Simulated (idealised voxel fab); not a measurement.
Proc. module: voxel capacitor over wiring
The figure presents cross-section cut, which has a width of 155 nm and is divided into square cells with an edge length of 5 nm.
Cross-section format: a grid of square cells, given as bands from top to bottom; each band is one or more rows of cells. Quick guide to a band line: top height, bottom height (nm) up front; then every material left to right with its width in nm. Only one material and it's marked "all across"? Then it fills the band edge to edge. And "air" just means empty space. Heights from 0 (as-received wafer is one material below). Bottom band endless downward, as "0 -> down". The two numbers in a width such as "30..40" mark its ends across the band: the first belongs to the top row of cells, the second to the bottom row, and from each row to the next the width moves by the same amount. When a step is marked "remained the same", none of the cells in the cross-section changed during that step. Entry "Unvented cavities" = empty spaces >= 8 cells with no open way to the top; each as width x height at distance, distance from left edge, all nm. Post-settings text on a step line: simulator's own remark regarding the step. Steps that use a mask can have "overlay nm" on their line. It says how far the mask sat to the right of where it was meant to be. Negative means to the left.
[List of planned process steps]
1) RECEIVE with material Si
2) CONFORMAL_DEP with material SiO2, thk nm 15
3) CONFORMAL_DEP with material SiN, thk nm 5
4) DIRECTIONAL_DEP with material SiO2, thk nm 25
5) PATTERN with tone open, mask id METAL_1, material resist, width nm 25, pitch nm 80, thk nm 15, overlay nm 0
6) DIRECTIONAL_ETCH with etch materials SiO2, depth nm 25
7) DIRECTIONAL_ETCH with etch materials SiN, depth nm 5
8) STRIP with etch materials resist
9) CONFORMAL_DEP with material TiN, thk nm 5
10) FILL_DEP with material Cu, thk nm 10
11) CMP with height nm 45
12) CONFORMAL_DEP with material SiCN, thk nm 5
13) DIRECTIONAL_DEP with material lowk, thk nm 20
14) DIRECTIONAL_DEP with material aC, thk nm 10
15) PATTERN with tone open, mask id PLUG_1, material resist, width nm 15, thk nm 30, overlay nm 0
16) DIRECTIONAL_ETCH with etch materials aC, depth nm 10
17) STRIP with etch materials resist
18) DIRECTIONAL_ETCH with etch materials lowk, depth nm 20
19) DIRECTIONAL_ETCH with etch materials SiCN, depth nm 5
20) STRIP with etch materials aC
21) EPI with material Ru, thk nm 10
22) EPI with material Ru, thk nm 10
23) EPI with material Ru, thk nm 5
24) DIRECTIONAL_DEP with material TiN, thk nm 5
25) DIRECTIONAL_DEP with material SiN, thk nm 5
26) DIRECTIONAL_DEP with material TiN, thk nm 10
27) MASKED_ETCH with tone cover, mask id UPPER_PLATE, width nm 60, etch materials TiN, depth nm 10, overlay nm 0
28) MASKED_ETCH with tone cover, mask id UPPER_PLATE, width nm 60, etch materials SiN, depth nm 5, overlay nm 0
29) MASKED_ETCH with tone cover, mask id LOWER_PLATE, width nm 70, etch materials TiN, depth nm 5, overlay nm 0
30) FILL_DEP with material SiO2, thk nm 20
31) CMP with height nm 105
32) MASKED_ETCH with tone open, mask id PLUG_2, width nm 15, etch materials SiO2, depth nm 15, overlay nm 0
33) CONFORMAL_DEP with material TiN, thk nm 5
34) FILL_DEP with material W, thk nm 5
35) CMP with height nm 105
36) CONFORMAL_DEP with material SiN, thk nm 5
[Run as planned: first of two wafers]
[Received-state cross-section, reflecting completion of step 1]
- 0 -> down  Si all across
- Unvented cavities: none
[Step 2 done - wafer cross-section]
- 15 -> 0  SiO2 all across
- Unchanged below 0.
[Step 3 done - wafer cross-section]
- 20 -> 15  SiN all across
- Unchanged below 15.
[Step 4 done - wafer cross-section]
- 45 -> 20  SiO2 all across
- Unchanged below 20.
[Step 5 done - wafer cross-section]
- 60 -> 45  resist: 25 / air: 25 / resist: 55 / air: 25 / resist: 25
- Unchanged below 45.
[Step 6 done - wafer cross-section]
- 60 -> 45  resist: 25 / air: 25 / resist: 55 / air: 25 / resist: 25
- 45 -> 20  SiO2: 25 / air: 25 / SiO2: 55 / air: 25 / SiO2: 25
- Unchanged below 20.
[Step 7 done - wafer cross-section]
- 60 -> 45  resist: 25 / air: 25 / resist: 55 / air: 25 / resist: 25
- 45 -> 20  SiO2: 25 / air: 25 / SiO2: 55 / air: 25 / SiO2: 25
- 20 -> 15  SiN: 25 / air: 25 / SiN: 55 / air: 25 / SiN: 25
- Unchanged below 15.
[Step 8 done - wafer cross-section]
- 45 -> 20  SiO2: 25 / air: 25 / SiO2: 55 / air: 25 / SiO2: 25
- Unchanged below 20.
[Step 9 done - wafer cross-section]
- 50 -> 45  TiN: 30 / air: 15 / TiN: 65 / air: 15 / TiN: 30
- 45 -> 20  SiO2: 25 / TiN: 5 / air: 15 / TiN: 5 / SiO2: 55 / TiN: 5 / air: 15 / TiN: 5 / SiO2: 25
- 20 -> 15  SiN: 25 / TiN: 25 / SiN: 55 / TiN: 25 / SiN: 25
- Unchanged below 15.
[Step 10 done - wafer cross-section]
- 60 -> 50  Cu all across
- 50 -> 45  TiN: 30 / Cu: 15 / TiN: 65 / Cu: 15 / TiN: 30
- 45 -> 20  SiO2: 25 / TiN: 5 / Cu: 15 / TiN: 5 / SiO2: 55 / TiN: 5 / Cu: 15 / TiN: 5 / SiO2: 25
- Unchanged below 20.
[Step 11 done - wafer cross-section]
- 45 -> 20  SiO2: 25 / TiN: 5 / Cu: 15 / TiN: 5 / SiO2: 55 / TiN: 5 / Cu: 15 / TiN: 5 / SiO2: 25
- Unchanged below 20.
[Step 12 done - wafer cross-section]
- 50 -> 45  SiCN all across
- Unchanged below 45.
[Step 13 done - wafer cross-section]
- 70 -> 50  lowk all across
- Unchanged below 50.
[Step 14 done - wafer cross-section]
- 80 -> 70  aC all across
- Unchanged below 70.
[Step 15 done - wafer cross-section]
- 110 -> 80  resist: 35 / air: 15 / resist: 105
- Unchanged below 80.
[Step 16 done - wafer cross-section]
- 100 -> 80  resist: 35 / air: 15 / resist: 105
- 80 -> 70  aC: 35 / air: 15 / aC: 105
- Unchanged below 70.
[Step 17 done - wafer cross-section]
- 80 -> 70  aC: 35 / air: 15 / aC: 105
- Unchanged below 70.
[Step 18 done - wafer cross-section]
- 80 -> 70  aC: 35 / air: 15 / aC: 105
- 70 -> 50  lowk: 35 / air: 15 / lowk: 105
- Unchanged below 50.
[Step 19 done - wafer cross-section]
- 80 -> 70  aC: 35 / air: 15 / aC: 105
- 70 -> 50  lowk: 35 / air: 15 / lowk: 105
- 50 -> 45  SiCN: 35 / air: 15 / SiCN: 105
- Unchanged below 45.
[Step 20 done - wafer cross-section]
- 70 -> 50  lowk: 35 / air: 15 / lowk: 105
- Unchanged below 50.
[Step 21 done - wafer cross-section]
- 70 -> 55  lowk: 35 / air: 15 / lowk: 105
- 55 -> 50  lowk: 35 / Ru: 15 / lowk: 105
- 50 -> 45  SiCN: 35 / Ru: 15 / SiCN: 105
- Unchanged below 45.
[Step 22 done - wafer cross-section]
- 70 -> 65  lowk: 35 / air: 15 / lowk: 105
- 65 -> 50  lowk: 35 / Ru: 15 / lowk: 105
- Unchanged below 50.
[Step 23 done - wafer cross-section]
- 70 -> 50  lowk: 35 / Ru: 15 / lowk: 105
- Unchanged below 50.
[Step 24 done - wafer cross-section]
- 75 -> 70  TiN all across
- Unchanged below 70.
[Step 25 done - wafer cross-section]
- 80 -> 75  SiN all across
- Unchanged below 75.
[Step 26 done - wafer cross-section]
- 90 -> 80  TiN all across
- Unchanged below 80.
[Step 27 done - wafer cross-section]
- 90 -> 80  air: 35 / TiN: 60 / air: 60
- Unchanged below 80.
[Step 28 done - wafer cross-section]
- 90 -> 80  air: 35 / TiN: 60 / air: 60
- 80 -> 75  air: 35 / SiN: 60 / air: 60
- Unchanged below 75.
[Step 29 done - wafer cross-section]
- 90 -> 80  air: 35 / TiN: 60 / air: 60
- 80 -> 75  air: 35 / SiN: 60 / air: 60
- 75 -> 70  air: 30 / TiN: 70 / air: 55
- Unchanged below 70.
[Step 30 done - wafer cross-section]
- 110 -> 90  SiO2 all across
- 90 -> 80  SiO2: 35 / TiN: 60 / SiO2: 60
- 80 -> 75  SiO2: 35 / SiN: 60 / SiO2: 60
- 75 -> 70  SiO2: 30 / TiN: 70 / SiO2: 55
- Unchanged below 70.
[Step 31 done - wafer cross-section]
- 105 -> 90  SiO2 all across
- Unchanged below 90.
[Step 32 done - wafer cross-section]
- 105 -> 90  SiO2: 45 / air: 15 / SiO2: 95
- Unchanged below 90.
[Step 33 done - wafer cross-section]
- 110 -> 105  TiN: 50 / air: 5 / TiN: 100
- 105 -> 95  SiO2: 45 / TiN: 5 / air: 5 / TiN: 5 / SiO2: 95
- 95 -> 90  SiO2: 45 / TiN: 15 / SiO2: 95
- Unchanged below 90.
[Step 34 done - wafer cross-section]
- 115 -> 110  W all across
- 110 -> 105  TiN: 50 / W: 5 / TiN: 100
- 105 -> 95  SiO2: 45 / TiN: 5 / W: 5 / TiN: 5 / SiO2: 95
- Unchanged below 95.
[Step 35 done - wafer cross-section]
- 105 -> 95  SiO2: 45 / TiN: 5 / W: 5 / TiN: 5 / SiO2: 95
- Unchanged below 95.
[Step 36 done - wafer cross-section]
- 110 -> 105  SiN all across
- Unchanged below 105.
[The second wafer began exactly as the first did and followed the same plan, but one mistake was made while running it; through step 35 inclusive, the two wafers are identical]
[Second wafer: cross-section at the scheduled end of step 36]
- 110 -> 105  aC all across
- Unchanged below 105.
What was done differently from what was planned? off-plan run, step 36, actual operation and settings CONFORMAL_DEP with material aC, thk nm 5
Materials where the second wafer ends with more or fewer cells than the first: SiN: 31 fewer; aC: 31 more
